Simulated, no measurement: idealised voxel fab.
Name of the process module below: voxel released beams
Cross-section cut spans 200 nm and uses square cells 5 nm in size.
Cross-section, as written here: a square-cell grid given band by band from the top down, where a band holds one or more rows of cells.
Top, bottom (nm), then materials left to right with widths (nm); lone material tagged "everywhere" fills the whole band edge to edge; "air" = empty space.
We count height from 0. Below that, the starting wafer is all one material. The lowest band never ends at the bottom but goes on down; see "0..down" for how that is written.
Note: "30 to 40" means the width goes from the first number (top row of the band) to the second number (bottom row) in equal steps per row of cells.
"stayed the same" (step): cross-section cells unchanged, all of them.
Closed-off voids of 8+ cells (no open route to the top) go in "Enclosed cavity list", written width x height at distance from the left edge, in nm.
Whatever follows a step's settings on its line is a remark the simulator itself makes about that step.
overlay nm: mask offset rightward from planned place, masked step; negative means leftward offset.

THIS SECTION LISTS THE PROCESS STEPS THAT WERE PLANNED
| 1 | RECEIVE: material Si |
| 2 | CONFORMAL_DEP: material SiN, thk nm 10 |
| 3 | DIRECTIONAL_DEP: material SiO2, thk nm 20 |
| 4 | MASKED_ETCH: tone open, mask id ANCHOR, width nm 20, etch materials SiO2, depth nm 20, overlay nm 0 |
| 5 | CONFORMAL_DEP: material TiN, thk nm 10 |
| 6 | DIRECTIONAL_DEP: material aC, thk nm 15 |
| 7 | PATTERN: tone cover, mask id BEAM, material resist, width nm 100, thk nm 30, overlay nm 0 |
| 8 | DIRECTIONAL_ETCH: etch materials aC, depth nm 15 |
| 9 | STRIP: etch materials resist |
| 10 | DIRECTIONAL_ETCH: etch materials TiN, depth nm 10 |
| 11 | STRIP: etch materials aC |
| 12 | STRIP: etch materials SiO2 |
The plan's step 4 width nm is the first wafer's value; the wafers differ in this setting and start identical.

INCOMING STATE OF THE FIRST OF SEVERAL WAFERS IN CROSS-SECTION: AFTER STEP 1
    0..down | Si everywhere
    Enclosed cavity list: none

END OF MODULE, BY WAFER: MATERIAL-BY-MATERIAL CELL GAIN (+) OR LOSS (-) SINCE RECEIPT, THEN CLOSED VOIDS
width nm 20 | +80 SiN | +56 TiN | Enclosed cavity list: none
width nm 25 | +80 SiN | +56 TiN | Enclosed cavity list: none
width nm 30 | +80 SiN | +56 TiN | Enclosed cavity list: none
width nm 35 | +80 SiN | +56 TiN | Enclosed cavity list: none
width nm 40 | +80 SiN | +56 TiN | Enclosed cavity list: none
width nm 45 | +80 SiN | +56 TiN | Enclosed cavity list: none
